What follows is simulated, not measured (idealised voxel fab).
Module name: voxel self aligned vias (process module)
It is cross-section cut that appears here, measuring 195 nm in width, its square cells being 5 nm in size.
Throughout this document, each cross-section is represented as a grid of square cells and is presented as a sequence of bands enumerated from the top downward, where a band comprises one or more rows of cells.
Band: top and bottom heights (nm) first, top before bottom; then materials from left to right, widths in nm. "throughout" marks a sole material filling the band edge to edge. "air" denotes empty space.
Height datum 0, below which the as-received substrate wafer is one material. Lowest band open at the bottom, running downward: "top 0, no bottom".
It should be noted that a width expressed as "30->40" varies in equal increments from row to row of cells within the band, taking the value of the first number at the top row and that of the second number at the bottom row.
"nothing altered" for a step: no cell of the cross-section changed in that step.
Each empty space that has no open way to the top and spans at least 8 cells appears under "Sealed void listing" as width x height at distance, the distance counted from the left edge, all in nm.
Past the settings on a step's line: simulator remark, on that step.
A step's line can hold "overlay nm"; with a mask on that step, the setting says how far right of the planned place the mask lay, while a negative setting says it lay to the left.
For the reader: what remains of this document is a series of pairs, each showing a cross-section before one process step and a cross-section after that step which reaches down only to the lowest band that changed, with the step between them and its settings set out under the pair. It should not be assumed that a pair continues from the pair above it; the pairs can come from different runs of this module on the same starting wafer, and such continuity exists only where the entry headed "Incoming structure" says so.
-- Incoming structure
> top 0, no bottom = Si throughout
> Sealed void listing: none
-- Resultant Cross-Section
> top 15, bottom 0 = SiO2 throughout
> Note: structure below 0 unchanged.
> Sealed void listing: none
The step occurring between the two cross-sections depicted above is identified as CONFORMAL_DEP | material SiO2 | thk nm 15
Incoming structure: The pre-step condition corresponds to the post-step cross-section depicted in the pair directly above.
-- Resultant Cross-Section
> top 20, bottom 15 = SiCN throughout
> Note: structure below 15 unchanged.
> Sealed void listing: none
The step occurring between the two cross-sections depicted above is identified as CONFORMAL_DEP | material SiCN | thk nm 5
Incoming structure: The pre-step condition corresponds to the post-step cross-section depicted in the pair directly above.
-- Resultant Cross-Section
> top 45, bottom 20 = SiO2 throughout
> Note: structure below 20 unchanged.
> Sealed void listing: none
The step occurring between the two cross-sections depicted above is identified as DIRECTIONAL_DEP | material SiO2 | thk nm 25
Incoming structure: The pre-step condition corresponds to the post-step cross-section depicted in the pair directly above.
-- Resultant Cross-Section
> top 45, bottom 20 = SiO2 50, air 25, SiO2 40, air 25, SiO2 55
> Note: structure below 20 unchanged.
> Sealed void listing: none
The step occurring between the two cross-sections depicted above is identified as MASKED_ETCH | tone open | mask id LINES | width nm 25 | pitch nm 65 | etch materials SiO2 | depth nm 25 | overlay nm 0
Incoming structure: The pre-step condition corresponds to the post-step cross-section depicted in the pair directly above.
-- Resultant Cross-Section
> top 50, bottom 45 = TiN 55, air 15, TiN 50, air 15, TiN 60
> top 45, bottom 25 = SiO2 50, TiN 5, air 15, TiN 5, SiO2 40, TiN 5, air 15, TiN 5, SiO2 55
> top 25, bottom 20 = SiO2 50, TiN 25, SiO2 40, TiN 25, SiO2 55
> Note: structure below 20 unchanged.
> Sealed void listing: none
The step occurring between the two cross-sections depicted above is identified as CONFORMAL_DEP | material TiN | thk nm 5
Incoming structure: The pre-step condition corresponds to the post-step cross-section depicted in the pair directly above.
-- Resultant Cross-Section
> top 60, bottom 50 = Ru throughout
> top 50, bottom 45 = TiN 55, Ru 15, TiN 50, Ru 15, TiN 60
> top 45, bottom 25 = SiO2 50, TiN 5, Ru 15, TiN 5, SiO2 40, TiN 5, Ru 15, TiN 5, SiO2 55
> Note: structure below 25 unchanged.
> Sealed void listing: none
The step occurring between the two cross-sections depicted above is identified as FILL_DEP | material Ru | thk nm 10
Incoming structure: The pre-step condition corresponds to the post-step cross-section depicted in the pair directly above.
-- Resultant Cross-Section
> top 45, bottom 25 = SiO2 50, TiN 5, Ru 15, TiN 5, SiO2 40, TiN 5, Ru 15, TiN 5, SiO2 55
> Note: structure below 25 unchanged.
> Sealed void listing: none
The step occurring between the two cross-sections depicted above is identified as CMP | height nm 45
Incoming structure: The pre-step condition corresponds to the post-step cross-section depicted in the pair directly above.
-- Resultant Cross-Section
> top 45, bottom 40 = SiO2 50, air 25, SiO2 40, air 25, SiO2 55
> Note: structure below 40 unchanged.
> Sealed void listing: none
The step occurring between the two cross-sections depicted above is identified as SELECTIVE_ETCH | etch materials W Ru TiN | depth nm 5
Incoming structure: The pre-step condition corresponds to the post-step cross-section depicted in the pair directly above.
-- Resultant Cross-Section
> top 50, bottom 45 = SiN throughout
> top 45, bottom 40 = SiO2 50, SiN 25, SiO2 40, SiN 25, SiO2 55
> Note: structure below 40 unchanged.
> Sealed void listing: none
The step occurring between the two cross-sections depicted above is identified as FILL_DEP | material SiN | thk nm 5
Incoming structure: The pre-step condition corresponds to the post-step cross-section depicted in the pair directly above.
-- Resultant Cross-Section
> top 45, bottom 40 = SiO2 50, SiN 25, SiO2 40, SiN 25, SiO2 55
> Note: structure below 40 unchanged.
> Sealed void listing: none
The step occurring between the two cross-sections depicted above is identified as CMP | height nm 45
Incoming structure: The pre-step condition corresponds to the post-step cross-section depicted in the pair directly above.
-- Resultant Cross-Section
> top 60, bottom 45 = SiO2 throughout
> Note: structure below 45 unchanged.
> Sealed void listing: none
The step occurring between the two cross-sections depicted above is identified as DIRECTIONAL_DEP | material SiO2 | thk nm 15
Incoming structure: The pre-step condition corresponds to the post-step cross-section depicted in the pair directly above.
-- Resultant Cross-Section
> top 70, bottom 60 = aC throughout
> Note: structure below 60 unchanged.
> Sealed void listing: none
The step occurring between the two cross-sections depicted above is identified as DIRECTIONAL_DEP | material aC | thk nm 10
Incoming structure: The pre-step condition corresponds to the post-step cross-section depicted in the pair directly above.
-- Resultant Cross-Section
> top 100, bottom 70 = resist 45, air 35, resist 115
> Note: structure below 70 unchanged.
> Sealed void listing: none
The step occurring between the two cross-sections depicted above is identified as PATTERN | tone open | mask id VIAS | material resist | width nm 35 | thk nm 30 | overlay nm 0
Incoming structure: The pre-step condition corresponds to the post-step cross-section depicted in the pair directly above.
-- Resultant Cross-Section
> top 90, bottom 70 = resist 45, air 35, resist 115
> top 70, bottom 60 = aC 45, air 35, aC 115
> Note: structure below 60 unchanged.
> Sealed void listing: none
The step occurring between the two cross-sections depicted above is identified as DIRECTIONAL_ETCH | etch materials aC | depth nm 10
Incoming structure: The pre-step condition corresponds to the post-step cross-section depicted in the pair directly above.
-- Resultant Cross-Section
> top 70, bottom 60 = aC 45, air 35, aC 115
> Note: structure below 60 unchanged.
> Sealed void listing: none
The step occurring between the two cross-sections depicted above is identified as STRIP | etch materials resist
Incoming structure: The pre-step condition corresponds to the post-step cross-section depicted in the pair directly above.
-- Resultant Cross-Section
> top 70, bottom 60 = aC 45, air 35, aC 115
> top 60, bottom 45 = SiO2 45, air 35, SiO2 115
> Note: structure below 45 unchanged.
> Sealed void listing: none
The step occurring between the two cross-sections depicted above is identified as DIRECTIONAL_ETCH | etch materials SiO2 | depth nm 15
Incoming structure: The pre-step condition corresponds to the post-step cross-section depicted in the pair directly above.
-- Resultant Cross-Section
> top 70, bottom 60 = aC 45, air 35, aC 115
> top 60, bottom 45 = SiO2 45, air 35, SiO2 115
> top 45, bottom 40 = SiO2 50, air 25, SiO2 40, SiN 25, SiO2 55
> Note: structure below 40 unchanged.
> Sealed void listing: none
The step occurring between the two cross-sections depicted above is identified as DIRECTIONAL_ETCH | etch materials SiN | depth nm 5
Incoming structure: The pre-step condition corresponds to the post-step cross-section depicted in the pair directly above.
-- Resultant Cross-Section
> top 60, bottom 45 = SiO2 45, air 35, SiO2 115
> Note: structure below 45 unchanged.
> Sealed void listing: none
The step occurring between the two cross-sections depicted above is identified as STRIP | etch materials aC
Incoming structure: The pre-step condition corresponds to the post-step cross-section depicted in the pair directly above.
-- Resultant Cross-Section
> top 65, bottom 60 = TiN 50, air 25, TiN 120
> top 60, bottom 50 = SiO2 45, TiN 5, air 25, TiN 5, SiO2 115
> top 50, bottom 45 = SiO2 45, TiN 10, air 15, TiN 10, SiO2 115
> top 45, bottom 40 = SiO2 50, TiN 25, SiO2 40, SiN 25, SiO2 55
> Note: structure below 40 unchanged.
> Sealed void listing: none
The step occurring between the two cross-sections depicted above is identified as CONFORMAL_DEP | material TiN | thk nm 5
Incoming structure: The pre-step condition corresponds to the post-step cross-section depicted in the pair directly above.
-- Resultant Cross-Section
> top 75, bottom 65 = Ru throughout
> top 65, bottom 60 = TiN 50, Ru 25, TiN 120
> top 60, bottom 50 = SiO2 45, TiN 5, Ru 25, TiN 5, SiO2 115
> top 50, bottom 45 = SiO2 45, TiN 10, Ru 15, TiN 10, SiO2 115
> Note: structure below 45 unchanged.
> Sealed void listing: none
The step occurring between the two cross-sections depicted above is identified as FILL_DEP | material Ru | thk nm 10
Incoming structure: The pre-step condition corresponds to the post-step cross-section depicted in the pair directly above.
-- Resultant Cross-Section
> top 60, bottom 50 = SiO2 45, TiN 5, Ru 25, TiN 5, SiO2 115
> Note: structure below 50 unchanged.
> Sealed void listing: none
The step occurring between the two cross-sections depicted above is identified as CMP | height nm 60
Incoming structure: The pre-step condition corresponds to the post-step cross-section depicted in the pair directly above.
-- Resultant Cross-Section
> top 65, bottom 60 = SiN throughout
> Note: structure below 60 unchanged.
> Sealed void listing: none
The step occurring between the two cross-sections depicted above is identified as CONFORMAL_DEP | material SiN | thk nm 5
-- Incoming structure
> top 75, bottom 65 = Ru throughout
> top 65, bottom 60 = TiN 50, Ru 25, TiN 120
> top 60, bottom 50 = SiO2 45, TiN 5, Ru 25, TiN 5, SiO2 115
> top 50, bottom 45 = SiO2 45, TiN 10, Ru 15, TiN 10, SiO2 115
> top 45, bottom 40 = SiO2 50, TiN 25, SiO2 40, SiN 25, SiO2 55
> top 40, bottom 25 = SiO2 50, TiN 5, Ru 15, TiN 5, SiO2 40, TiN 5, Ru 15, TiN 5, SiO2 55
> top 25, bottom 20 = SiO2 50, TiN 25, SiO2 40, TiN 25, SiO2 55
> top 20, bottom 15 = SiCN throughout
> top 15, bottom 0 = SiO2 throughout
> top 0, no bottom = Si throughout
> Sealed void listing: none
-- Resultant Cross-Section
> top 80, bottom 75 = SiN throughout
> Note: structure below 75 unchanged.
> Sealed void listing: none
The step occurring between the two cross-sections depicted above is identified as CONFORMAL_DEP | material SiN | thk nm 5
-- Incoming structure
> top 15, bottom 0 = SiO2 throughout
> top 0, no bottom = Si throughout
> Sealed void listing: none
-- Resultant Cross-Section
> top 30, bottom 0 = SiO2 throughout
> Note: structure below 0 unchanged.
> Sealed void listing: none
The step occurring between the two cross-sections depicted above is identified as CONFORMAL_DEP | material SiO2 | thk nm 15
Incoming structure: The pre-step condition corresponds to the post-step cross-section depicted in the pair directly above.
-- Resultant Cross-Section
> top 35, bottom 30 = SiCN throughout
> Note: structure below 30 unchanged.
> Sealed void listing: none
The step occurring between the two cross-sections depicted above is identified as CONFORMAL_DEP | material SiCN | thk nm 5
Incoming structure: The pre-step condition corresponds to the post-step cross-section depicted in the pair directly above.
-- Resultant Cross-Section
> top 60, bottom 35 = SiO2 throughout
> Note: structure below 35 unchanged.
> Sealed void listing: none
The step occurring between the two cross-sections depicted above is identified as DIRECTIONAL_DEP | material SiO2 | thk nm 25
Incoming structure: The pre-step condition corresponds to the post-step cross-section depicted in the pair directly above.
-- Resultant Cross-Section
> top 60, bottom 35 = SiO2 50, air 25, SiO2 40, air 25, SiO2 55
> Note: structure below 35 unchanged.
> Sealed void listing: none
The step occurring between the two cross-sections depicted above is identified as MASKED_ETCH | tone open | mask id LINES | width nm 25 | pitch nm 65 | etch materials SiO2 | depth nm 25 | overlay nm 0
Incoming structure: The pre-step condition corresponds to the post-step cross-section depicted in the pair directly above.
-- Resultant Cross-Section
> top 65, bottom 60 = TiN 55, air 15, TiN 50, air 15, TiN 60
> top 60, bottom 40 = SiO2 50, TiN 5, air 15, TiN 5, SiO2 40, TiN 5, air 15, TiN 5, SiO2 55
> top 40, bottom 35 = SiO2 50, TiN 25, SiO2 40, TiN 25, SiO2 55
> Note: structure below 35 unchanged.
> Sealed void listing: none
The step occurring between the two cross-sections depicted above is identified as CONFORMAL_DEP | material TiN | thk nm 5
Incoming structure: The pre-step condition corresponds to the post-step cross-section depicted in the pair directly above.
-- Resultant Cross-Section
> top 75, bottom 65 = Ru throughout
> top 65, bottom 60 = TiN 55, Ru 15, TiN 50, Ru 15, TiN 60
> top 60, bottom 40 = SiO2 50, TiN 5, Ru 15, TiN 5, SiO2 40, TiN 5, Ru 15, TiN 5, SiO2 55
> Note: structure below 40 unchanged.
> Sealed void listing: none
The step occurring between the two cross-sections depicted above is identified as FILL_DEP | material Ru | thk nm 10
Incoming structure: The pre-step condition corresponds to the post-step cross-section depicted in the pair directly above.
-- Resultant Cross-Section
> top 45, bottom 40 = SiO2 50, TiN 5, Ru 15, TiN 5, SiO2 40, TiN 5, Ru 15, TiN 5, SiO2 55
> Note: structure below 40 unchanged.
> Sealed void listing: none
The step occurring between the two cross-sections depicted above is identified as CMP | height nm 45
Incoming structure: The pre-step condition corresponds to the post-step cross-section depicted in the pair directly above.
-- Resultant Cross-Section
> top 45, bottom 40 = SiO2 50, air 25, SiO2 40, air 25, SiO2 55
> Note: structure below 40 unchanged.
> Sealed void listing: none
The step occurring between the two cross-sections depicted above is identified as SELECTIVE_ETCH | etch materials W Ru TiN | depth nm 5
Incoming structure: The pre-step condition corresponds to the post-step cross-section depicted in the pair directly above.
-- Resultant Cross-Section
> top 50, bottom 45 = SiN throughout
> top 45, bottom 40 = SiO2 50, SiN 25, SiO2 40, SiN 25, SiO2 55
> Note: structure below 40 unchanged.
> Sealed void listing: none
The step occurring between the two cross-sections depicted above is identified as FILL_DEP | material SiN | thk nm 5
Incoming structure: The pre-step condition corresponds to the post-step cross-section depicted in the pair directly above.
-- Resultant Cross-Section
> top 45, bottom 40 = SiO2 50, SiN 25, SiO2 40, SiN 25, SiO2 55
> Note: structure below 40 unchanged.
> Sealed void listing: none
The step occurring between the two cross-sections depicted above is identified as CMP | height nm 45
Incoming structure: The pre-step condition corresponds to the post-step cross-section depicted in the pair directly above.
-- Resultant Cross-Section
> top 60, bottom 45 = SiO2 throughout
> Note: structure below 45 unchanged.
> Sealed void listing: none
The step occurring between the two cross-sections depicted above is identified as DIRECTIONAL_DEP | material SiO2 | thk nm 15
Incoming structure: The pre-step condition corresponds to the post-step cross-section depicted in the pair directly above.
-- Resultant Cross-Section
> top 70, bottom 60 = aC throughout
> Note: structure below 60 unchanged.
> Sealed void listing: none
The step occurring between the two cross-sections depicted above is identified as DIRECTIONAL_DEP | material aC | thk nm 10
Incoming structure: The pre-step condition corresponds to the post-step cross-section depicted in the pair directly above.
-- Resultant Cross-Section
> top 100, bottom 70 = resist 45, air 35, resist 115
> Note: structure below 70 unchanged.
> Sealed void listing: none
The step occurring between the two cross-sections depicted above is identified as PATTERN | tone open | mask id VIAS | material resist | width nm 35 | thk nm 30 | overlay nm 0
Incoming structure: The pre-step condition corresponds to the post-step cross-section depicted in the pair directly above.
-- Resultant Cross-Section
> top 90, bottom 70 = resist 45, air 35, resist 115
> top 70, bottom 60 = aC 45, air 35, aC 115
> Note: structure below 60 unchanged.
> Sealed void listing: none
The step occurring between the two cross-sections depicted above is identified as DIRECTIONAL_ETCH | etch materials aC | depth nm 10
Incoming structure: The pre-step condition corresponds to the post-step cross-section depicted in the pair directly above.
-- Resultant Cross-Section
> top 70, bottom 60 = aC 45, air 35, aC 115
> Note: structure below 60 unchanged.
> Sealed void listing: none
The step occurring between the two cross-sections depicted above is identified as STRIP | etch materials resist
Incoming structure: The pre-step condition corresponds to the post-step cross-section depicted in the pair directly above.
-- Resultant Cross-Section
> top 70, bottom 60 = aC 45, air 35, aC 115
> top 60, bottom 45 = SiO2 45, air 35, SiO2 115
> Note: structure below 45 unchanged.
> Sealed void listing: none
The step occurring between the two cross-sections depicted above is identified as DIRECTIONAL_ETCH | etch materials SiO2 | depth nm 15
Incoming structure: The pre-step condition corresponds to the post-step cross-section depicted in the pair directly above.
-- Resultant Cross-Section
> top 70, bottom 60 = aC 45, air 35, aC 115
> top 60, bottom 45 = SiO2 45, air 35, SiO2 115
> top 45, bottom 40 = SiO2 50, air 25, SiO2 40, SiN 25, SiO2 55
> Note: structure below 40 unchanged.
> Sealed void listing: none
The step occurring between the two cross-sections depicted above is identified as DIRECTIONAL_ETCH | etch materials SiN | depth nm 5
Incoming structure: The pre-step condition corresponds to the post-step cross-section depicted in the pair directly above.
-- Resultant Cross-Section
> top 60, bottom 45 = SiO2 45, air 35, SiO2 115
> Note: structure below 45 unchanged.
> Sealed void listing: none
The step occurring between the two cross-sections depicted above is identified as STRIP | etch materials aC
Incoming structure: The pre-step condition corresponds to the post-step cross-section depicted in the pair directly above.
-- Resultant Cross-Section
> top 65, bottom 60 = TiN 50, air 25, TiN 120
> top 60, bottom 50 = SiO2 45, TiN 5, air 25, TiN 5, SiO2 115
> top 50, bottom 45 = SiO2 45, TiN 10, air 15, TiN 10, SiO2 115
> top 45, bottom 40 = SiO2 50, TiN 25, SiO2 40, SiN 25, SiO2 55
> Note: structure below 40 unchanged.
> Sealed void listing: none
The step occurring between the two cross-sections depicted above is identified as CONFORMAL_DEP | material TiN | thk nm 5
Incoming structure: The pre-step condition corresponds to the post-step cross-section depicted in the pair directly above.
-- Resultant Cross-Section
> top 75, bottom 65 = Ru throughout
> top 65, bottom 60 = TiN 50, Ru 25, TiN 120
> top 60, bottom 50 = SiO2 45, TiN 5, Ru 25, TiN 5, SiO2 115
> top 50, bottom 45 = SiO2 45, TiN 10, Ru 15, TiN 10, SiO2 115
> Note: structure below 45 unchanged.
> Sealed void listing: none
The step occurring between the two cross-sections depicted above is identified as FILL_DEP | material Ru | thk nm 10
Incoming structure: The pre-step condition corresponds to the post-step cross-section depicted in the pair directly above.
-- Resultant Cross-Section
> top 60, bottom 50 = SiO2 45, TiN 5, Ru 25, TiN 5, SiO2 115
> Note: structure below 50 unchanged.
> Sealed void listing: none
The step occurring between the two cross-sections depicted above is identified as CMP | height nm 60
Incoming structure: The pre-step condition corresponds to the post-step cross-section depicted in the pair directly above.
-- Resultant Cross-Section
> top 65, bottom 60 = SiN throughout
> Note: structure below 60 unchanged.
> Sealed void listing: none
The step occurring between the two cross-sections depicted above is identified as CONFORMAL_DEP | material SiN | thk nm 5
-- Incoming structure
> top 0, no bottom = Si throughout
> Sealed void listing: none
-- Resultant Cross-Section
> top 5, bottom 0 = SiCN throughout
> Note: structure below 0 unchanged.
> Sealed void listing: none
The step occurring between the two cross-sections depicted above is identified as CONFORMAL_DEP | material SiCN | thk nm 5
Incoming structure: The pre-step condition corresponds to the post-step cross-section depicted in the pair directly above.
-- Resultant Cross-Section
> top 20, bottom 5 = SiO2 throughout
> Note: structure below 5 unchanged.
> Sealed void listing: none
The step occurring between the two cross-sections depicted above is identified as CONFORMAL_DEP | material SiO2 | thk nm 15
Incoming structure: The pre-step condition corresponds to the post-step cross-section depicted in the pair directly above.
-- Resultant Cross-Section
> top 45, bottom 5 = SiO2 throughout
> Note: structure below 5 unchanged.
> Sealed void listing: none
The step occurring between the two cross-sections depicted above is identified as DIRECTIONAL_DEP | material SiO2 | thk nm 25
Incoming structure: The pre-step condition corresponds to the post-step cross-section depicted in the pair directly above.
-- Resultant Cross-Section
> top 45, bottom 20 = SiO2 50, air 25, SiO2 40, air 25, SiO2 55
> Note: structure below 20 unchanged.
> Sealed void listing: none
The step occurring between the two cross-sections depicted above is identified as MASKED_ETCH | tone open | mask id LINES | width nm 25 | pitch nm 65 | etch materials SiO2 | depth nm 25 | overlay nm 0
Incoming structure: The pre-step condition corresponds to the post-step cross-section depicted in the pair directly above.
-- Resultant Cross-Section
> top 50, bottom 45 = TiN 55, air 15, TiN 50, air 15, TiN 60
> top 45, bottom 25 = SiO2 50, TiN 5, air 15, TiN 5, SiO2 40, TiN 5, air 15, TiN 5, SiO2 55
> top 25, bottom 20 = SiO2 50, TiN 25, SiO2 40, TiN 25, SiO2 55
> Note: structure below 20 unchanged.
> Sealed void listing: none
The step occurring between the two cross-sections depicted above is identified as CONFORMAL_DEP | material TiN | thk nm 5
Incoming structure: The pre-step condition corresponds to the post-step cross-section depicted in the pair directly above.
-- Resultant Cross-Section
> top 60, bottom 50 = Ru throughout
> top 50, bottom 45 = TiN 55, Ru 15, TiN 50, Ru 15, TiN 60
> top 45, bottom 25 = SiO2 50, TiN 5, Ru 15, TiN 5, SiO2 40, TiN 5, Ru 15, TiN 5, SiO2 55
> Note: structure below 25 unchanged.
> Sealed void listing: none
The step occurring between the two cross-sections depicted above is identified as FILL_DEP | material Ru | thk nm 10
Incoming structure: The pre-step condition corresponds to the post-step cross-section depicted in the pair directly above.
-- Resultant Cross-Section
> top 45, bottom 25 = SiO2 50, TiN 5, Ru 15, TiN 5, SiO2 40, TiN 5, Ru 15, TiN 5, SiO2 55
> Note: structure below 25 unchanged.
> Sealed void listing: none
The step occurring between the two cross-sections depicted above is identified as CMP | height nm 45
Incoming structure: The pre-step condition corresponds to the post-step cross-section depicted in the pair directly above.
-- Resultant Cross-Section
> top 45, bottom 40 = SiO2 50, air 25, SiO2 40, air 25, SiO2 55
> Note: structure below 40 unchanged.
> Sealed void listing: none
The step occurring between the two cross-sections depicted above is identified as SELECTIVE_ETCH | etch materials W Ru TiN | depth nm 5
Incoming structure: The pre-step condition corresponds to the post-step cross-section depicted in the pair directly above.
-- Resultant Cross-Section
> top 50, bottom 45 = SiN throughout
> top 45, bottom 40 = SiO2 50, SiN 25, SiO2 40, SiN 25, SiO2 55
> Note: structure below 40 unchanged.
> Sealed void listing: none
The step occurring between the two cross-sections depicted above is identified as FILL_DEP | material SiN | thk nm 5
Incoming structure: The pre-step condition corresponds to the post-step cross-section depicted in the pair directly above.
-- Resultant Cross-Section
> top 45, bottom 40 = SiO2 50, SiN 25, SiO2 40, SiN 25, SiO2 55
> Note: structure below 40 unchanged.
> Sealed void listing: none
The step occurring between the two cross-sections depicted above is identified as CMP | height nm 45
Incoming structure: The pre-step condition corresponds to the post-step cross-section depicted in the pair directly above.
-- Resultant Cross-Section
> top 60, bottom 45 = SiO2 throughout
> Note: structure below 45 unchanged.
> Sealed void listing: none
The step occurring between the two cross-sections depicted above is identified as DIRECTIONAL_DEP | material SiO2 | thk nm 15
Incoming structure: The pre-step condition corresponds to the post-step cross-section depicted in the pair directly above.
-- Resultant Cross-Section
> top 70, bottom 60 = aC throughout
> Note: structure below 60 unchanged.
> Sealed void listing: none
The step occurring between the two cross-sections depicted above is identified as DIRECTIONAL_DEP | material aC | thk nm 10
Incoming structure: The pre-step condition corresponds to the post-step cross-section depicted in the pair directly above.
-- Resultant Cross-Section
> top 100, bottom 70 = resist 45, air 35, resist 115
> Note: structure below 70 unchanged.
> Sealed void listing: none
The step occurring between the two cross-sections depicted above is identified as PATTERN | tone open | mask id VIAS | material resist | width nm 35 | thk nm 30 | overlay nm 0
Incoming structure: The pre-step condition corresponds to the post-step cross-section depicted in the pair directly above.
-- Resultant Cross-Section
> top 90, bottom 70 = resist 45, air 35, resist 115
> top 70, bottom 60 = aC 45, air 35, aC 115
> Note: structure below 60 unchanged.
> Sealed void listing: none
The step occurring between the two cross-sections depicted above is identified as DIRECTIONAL_ETCH | etch materials aC | depth nm 10
Incoming structure: The pre-step condition corresponds to the post-step cross-section depicted in the pair directly above.
-- Resultant Cross-Section
> top 70, bottom 60 = aC 45, air 35, aC 115
> Note: structure below 60 unchanged.
> Sealed void listing: none
The step occurring between the two cross-sections depicted above is identified as STRIP | etch materials resist
Incoming structure: The pre-step condition corresponds to the post-step cross-section depicted in the pair directly above.
-- Resultant Cross-Section
> top 70, bottom 60 = aC 45, air 35, aC 115
> top 60, bottom 45 = SiO2 45, air 35, SiO2 115
> Note: structure below 45 unchanged.
> Sealed void listing: none
The step occurring between the two cross-sections depicted above is identified as DIRECTIONAL_ETCH | etch materials SiO2 | depth nm 15
Incoming structure: The pre-step condition corresponds to the post-step cross-section depicted in the pair directly above.
-- Resultant Cross-Section
> top 70, bottom 60 = aC 45, air 35, aC 115
> top 60, bottom 45 = SiO2 45, air 35, SiO2 115
> top 45, bottom 40 = SiO2 50, air 25, SiO2 40, SiN 25, SiO2 55
> Note: structure below 40 unchanged.
> Sealed void listing: none
The step occurring between the two cross-sections depicted above is identified as DIRECTIONAL_ETCH | etch materials SiN | depth nm 5
Incoming structure: The pre-step condition corresponds to the post-step cross-section depicted in the pair directly above.
-- Resultant Cross-Section
> top 60, bottom 45 = SiO2 45, air 35, SiO2 115
> Note: structure below 45 unchanged.
> Sealed void listing: none
The step occurring between the two cross-sections depicted above is identified as STRIP | etch materials aC
Incoming structure: The pre-step condition corresponds to the post-step cross-section depicted in the pair directly above.
-- Resultant Cross-Section
> top 65, bottom 60 = TiN 50, air 25, TiN 120
> top 60, bottom 50 = SiO2 45, TiN 5, air 25, TiN 5, SiO2 115
> top 50, bottom 45 = SiO2 45, TiN 10, air 15, TiN 10, SiO2 115
> top 45, bottom 40 = SiO2 50, TiN 25, SiO2 40, SiN 25, SiO2 55
> Note: structure below 40 unchanged.
> Sealed void listing: none
The step occurring between the two cross-sections depicted above is identified as CONFORMAL_DEP | material TiN | thk nm 5
Incoming structure: The pre-step condition corresponds to the post-step cross-section depicted in the pair directly above.
-- Resultant Cross-Section
> top 75, bottom 65 = Ru throughout
> top 65, bottom 60 = TiN 50, Ru 25, TiN 120
> top 60, bottom 50 = SiO2 45, TiN 5, Ru 25, TiN 5, SiO2 115
> top 50, bottom 45 = SiO2 45, TiN 10, Ru 15, TiN 10, SiO2 115
> Note: structure below 45 unchanged.
> Sealed void listing: none
The step occurring between the two cross-sections depicted above is identified as FILL_DEP | material Ru | thk nm 10
Incoming structure: The pre-step condition corresponds to the post-step cross-section depicted in the pair directly above.
-- Resultant Cross-Section
> top 60, bottom 50 = SiO2 45, TiN 5, Ru 25, TiN 5, SiO2 115
> Note: structure below 50 unchanged.
> Sealed void listing: none
The step occurring between the two cross-sections depicted above is identified as CMP | height nm 60
Incoming structure: The pre-step condition corresponds to the post-step cross-section depicted in the pair directly above.
-- Resultant Cross-Section
> top 65, bottom 60 = SiN throughout
> Note: structure below 60 unchanged.
> Sealed void listing: none
The step occurring between the two cross-sections depicted above is identified as CONFORMAL_DEP | material SiN | thk nm 5
-- Incoming structure
> top 60, bottom 50 = SiO2 45, TiN 5, Ru 25, TiN 5, SiO2 115
> top 50, bottom 45 = SiO2 45, TiN 10, Ru 15, TiN 10, SiO2 115
> top 45, bottom 40 = SiO2 50, TiN 25, SiO2 40, SiN 25, SiO2 55
> top 40, bottom 25 = SiO2 50, TiN 5, Ru 15, TiN 5, SiO2 40, TiN 5, Ru 15, TiN 5, SiO2 55
> top 25, bottom 20 = SiO2 50, TiN 25, SiO2 40, TiN 25, SiO2 55
> top 20, bottom 15 = SiCN throughout
> top 15, bottom 0 = SiO2 throughout
> top 0, no bottom = Si throughout
> Sealed void listing: none
-- Resultant Cross-Section
> top 75, bottom 60 = SiN throughout
> Note: structure below 60 unchanged.
> Sealed void listing: none
The step occurring between the two cross-sections depicted above is identified as CONFORMAL_DEP | material SiN | thk nm 15
-- Incoming structure
> top 70, bottom 60 = aC throughout
> top 60, bottom 45 = SiO2 throughout
> top 45, bottom 40 = SiO2 50, SiN 25, SiO2 40, SiN 25, SiO2 55
> top 40, bottom 25 = SiO2 50, TiN 5, Ru 15, TiN 5, SiO2 40, TiN 5, Ru 15, TiN 5, SiO2 55
> top 25, bottom 20 = SiO2 50, TiN 25, SiO2 40, TiN 25, SiO2 55
> top 20, bottom 15 = SiCN throughout
> top 15, bottom 0 = SiO2 throughout
> top 0, no bottom = Si throughout
> Sealed void listing: none
-- Resultant Cross-Section
> top 100, bottom 70 = resist 50, air 25, resist 120
> Note: structure below 70 unchanged.
> Sealed void listing: none
The step occurring between the two cross-sections depicted above is identified as PATTERN | tone open | mask id VIAS | material resist | width nm 25 | thk nm 30 | overlay nm 0
Incoming structure: The pre-step condition corresponds to the post-step cross-section depicted in the pair directly above.
-- Resultant Cross-Section
> top 90, bottom 70 = resist 50, air 25, resist 120
> top 70, bottom 60 = aC 50, air 25, aC 120
> Note: structure below 60 unchanged.
> Sealed void listing: none
The step occurring between the two cross-sections depicted above is identified as DIRECTIONAL_ETCH | etch materials aC | depth nm 10
Incoming structure: The pre-step condition corresponds to the post-step cross-section depicted in the pair directly above.
-- Resultant Cross-Section
> top 70, bottom 60 = aC 50, air 25, aC 120
> Note: structure below 60 unchanged.
> Sealed void listing: none
The step occurring between the two cross-sections depicted above is identified as STRIP | etch materials resist
Incoming structure: The pre-step condition corresponds to the post-step cross-section depicted in the pair directly above.
-- Resultant Cross-Section
> top 70, bottom 60 = aC 50, air 25, aC 120
> top 60, bottom 45 = SiO2 50, air 25, SiO2 120
> Note: structure below 45 unchanged.
> Sealed void listing: none
The step occurring between the two cross-sections depicted above is identified as DIRECTIONAL_ETCH | etch materials SiO2 | depth nm 15
Incoming structure: The pre-step condition corresponds to the post-step cross-section depicted in the pair directly above.
-- Resultant Cross-Section
> top 70, bottom 60 = aC 50, air 25, aC 120
> top 60, bottom 45 = SiO2 50, air 25, SiO2 120
> top 45, bottom 40 = SiO2 50, air 25, SiO2 40, SiN 25, SiO2 55
> Note: structure below 40 unchanged.
> Sealed void listing: none
The step occurring between the two cross-sections depicted above is identified as DIRECTIONAL_ETCH | etch materials SiN | depth nm 5
Incoming structure: The pre-step condition corresponds to the post-step cross-section depicted in the pair directly above.
-- Resultant Cross-Section
> top 60, bottom 45 = SiO2 50, air 25, SiO2 120
> Note: structure below 45 unchanged.
> Sealed void listing: none
The step occurring between the two cross-sections depicted above is identified as STRIP | etch materials aC
Incoming structure: The pre-step condition corresponds to the post-step cross-section depicted in the pair directly above.
-- Resultant Cross-Section
> top 65, bottom 60 = TiN 55, air 15, TiN 125
> top 60, bottom 45 = SiO2 50, TiN 5, air 15, TiN 5, SiO2 120
> top 45, bottom 40 = SiO2 50, TiN 25, SiO2 40, SiN 25, SiO2 55
> Note: structure below 40 unchanged.
> Sealed void listing: none
The step occurring between the two cross-sections depicted above is identified as CONFORMAL_DEP | material TiN | thk nm 5
